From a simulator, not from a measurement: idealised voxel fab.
process module | voxel wiring stack
cross-section cut | 235 nm wide | cells 5 nm
A cross-section is a grid of square cells, given in bands from the top down. A band is one or more rows of cells.
Each band's line starts with the height of the band's top and of its bottom, in nm. Then come its materials from left to right, each with its width in nm. One material with "throughout" fills the band from edge to edge. "air" is empty space.
Height 0 is the level under which the wafer as received is all one material. The lowest band goes on downwards, as in "0 down".
A width such as "30 to 40" changes by the same amount from each row of cells to the next, from the band's top row to its bottom row.
"no change" after a step means that no cell of the cross-section changed.
closed voids: empty space of 8 cells or more with no open way to the top, each as width x height at its distance from the left edge, in nm
after a step's settings: what the simulator itself notes on the step
overlay nm, on a step with a mask: how far to the right of its planned place the mask lay; to the left if negative
plan
1 op RECEIVE | material Si
2 op CONFORMAL_DEP | material SiO2 | thk nm 10
3 op DIRECTIONAL_DEP | material TiN | thk nm 5
4 op DIRECTIONAL_DEP | material W | thk nm 15
5 op PATTERN | tone cover | mask id METAL_1 | material resist | width nm 25 | pitch nm 45 | thk nm 20 | overlay nm 0
6 op DIRECTIONAL_ETCH | etch materials W | depth nm 15
7 op DIRECTIONAL_ETCH | etch materials TiN | depth nm 5
8 op STRIP | etch materials resist
9 op CONFORMAL_DEP | material SiCN | thk nm 5
10 op FILL_DEP | material SiO2 | thk nm 5
11 op CMP | height nm 30
12 op CONFORMAL_DEP | material SiCN | thk nm 5
13 op DIRECTIONAL_DEP | material lowk | thk nm 15
14 op PATTERN | tone open | mask id PLUG_1 | material resist | width nm 15 | thk nm 20 | overlay nm 0
15 op DIRECTIONAL_ETCH | etch materials lowk | depth nm 15
16 op DIRECTIONAL_ETCH | etch materials SiCN | depth nm 5
17 op STRIP | etch materials resist
18 op EPI | material Ru | thk nm 10
19 op EPI | material Ru | thk nm 10
20 op CONFORMAL_DEP | material SiN | thk nm 5
21 op DIRECTIONAL_DEP | material SiO2 | thk nm 25
22 op PATTERN | tone open | mask id METAL_2 | material resist | width nm 25 | pitch nm 45 | thk nm 20 | overlay nm 0
23 op DIRECTIONAL_ETCH | etch materials SiO2 | depth nm 25
24 op DIRECTIONAL_ETCH | etch materials SiN | depth nm 5
25 op STRIP | etch materials resist
26 op CONFORMAL_DEP | material TiN | thk nm 5
27 op FILL_DEP | material Cu | thk nm 10
28 op CMP | height nm 80
29 op CONFORMAL_DEP | material SiCN | thk nm 5
30 op DIRECTIONAL_DEP | material lowk | thk nm 10
31 op PATTERN | tone open | mask id PLUG_2 | material resist | width nm 15 | pitch nm 45 | thk nm 20 | overlay nm 0
32 op DIRECTIONAL_ETCH | etch materials lowk | depth nm 10
33 op DIRECTIONAL_ETCH | etch materials SiCN | depth nm 5
34 op STRIP | etch materials resist
35 op EPI | material Ru | thk nm 10
36 op EPI | material Ru | thk nm 5
37 op DIRECTIONAL_DEP | material TiN | thk nm 5
38 op DIRECTIONAL_DEP | material Ru | thk nm 15
39 op DIRECTIONAL_DEP | material aC | thk nm 10
40 op PATTERN | tone cover | mask id METAL_3 | material resist | width nm 25 | pitch nm 45 | thk nm 25 | overlay nm 0
41 op DIRECTIONAL_ETCH | etch materials aC | depth nm 10
42 op STRIP | etch materials resist
43 op DIRECTIONAL_ETCH | etch materials Ru | depth nm 15
44 op DIRECTIONAL_ETCH | etch materials TiN | depth nm 5
45 op STRIP | etch materials aC
46 op CONFORMAL_DEP | material SiN | thk nm 5
47 op FILL_DEP | material lowk | thk nm 10
48 op CMP | height nm 115
49 op CONFORMAL_DEP | material SiCN | thk nm 5
50 op DIRECTIONAL_DEP | material SiO2 | thk nm 25
51 op DIRECTIONAL_DEP | material aC | thk nm 10
52 op PATTERN | tone open | mask id METAL_4_HOLES | material resist | width nm 15 | pitch nm 45 | thk nm 25 | overlay nm 0
53 op DIRECTIONAL_ETCH | etch materials aC | depth nm 10
54 op STRIP | etch materials resist
55 op DIRECTIONAL_ETCH | etch materials SiO2 | depth nm 25
56 op STRIP | etch materials aC
57 op MASKED_ETCH | tone open | mask id METAL_4 | width nm 25 | pitch nm 45 | etch materials SiO2 | depth nm 15 | overlay nm 0
58 op MASKED_ETCH | tone open | mask id METAL_4 | width nm 25 | pitch nm 45 | etch materials SiCN | depth nm 5 | overlay nm 0
59 op CONFORMAL_DEP | material TiN | thk nm 5
60 op FILL_DEP | material Cu | thk nm 5
61 op CMP | height nm 145
62 op CONFORMAL_DEP | material SiN | thk nm 5
as received, after step 1
  0 down: Si throughout
  closed voids: none
a wafer at the end: this start, this plan, one mistake
  150 to 145: SiN throughout
  145 to 135: SiO2 80 | TiN 5 | Cu 15 | TiN 5 | SiO2 20 | TiN 5 | Cu 15 | TiN 5 | SiO2 85
  135 to 130: SiO2 80 | TiN 5 | Cu 5 | TiN 15 | SiO2 20 | TiN 5 | Cu 5 | TiN 15 | SiO2 85
  130 to 120: SiO2 80 | TiN 5 | Cu 5 | TiN 5 | SiO2 30 | TiN 5 | Cu 5 | TiN 5 | SiO2 95
  120 to 115: SiCN 80 | TiN 15 | SiCN 30 | TiN 15 | SiCN 95
  115 to 110: SiN 80 | TiN 25 | SiN 20 | TiN 25 | SiN 85
  110 to 95: Ru throughout
  95 to 85: lowk 80 | Ru 15 | lowk 30 | Ru 15 | lowk 95
  85 to 80: SiCN 80 | Ru 15 | SiCN 30 | Ru 15 | SiCN 95
  80 to 55: SiO2 80 | TiN 5 | Cu 15 | TiN 5 | SiO2 20 | TiN 5 | Cu 15 | TiN 5 | SiO2 85
  55 to 50: SiN 80 | TiN 25 | SiN 20 | TiN 25 | SiN 85
  50 to 35: lowk 80 | Ru 15 | lowk 140
  35 to 30: SiCN 80 | Ru 15 | SiCN 140
  30 to 15: SiO2 75 | SiCN 5 | W 25 | SiCN 5 | SiO2 10 | SiCN 5 | W 25 | SiCN 5 | SiO2 80
  15 to 10: SiCN 80 | TiN 25 | SiCN 20 | TiN 25 | SiCN 85
  10 to 0: SiO2 throughout
  0 down: Si throughout
  closed voids: none
what went wrong: steps 37 and 38 were swapped
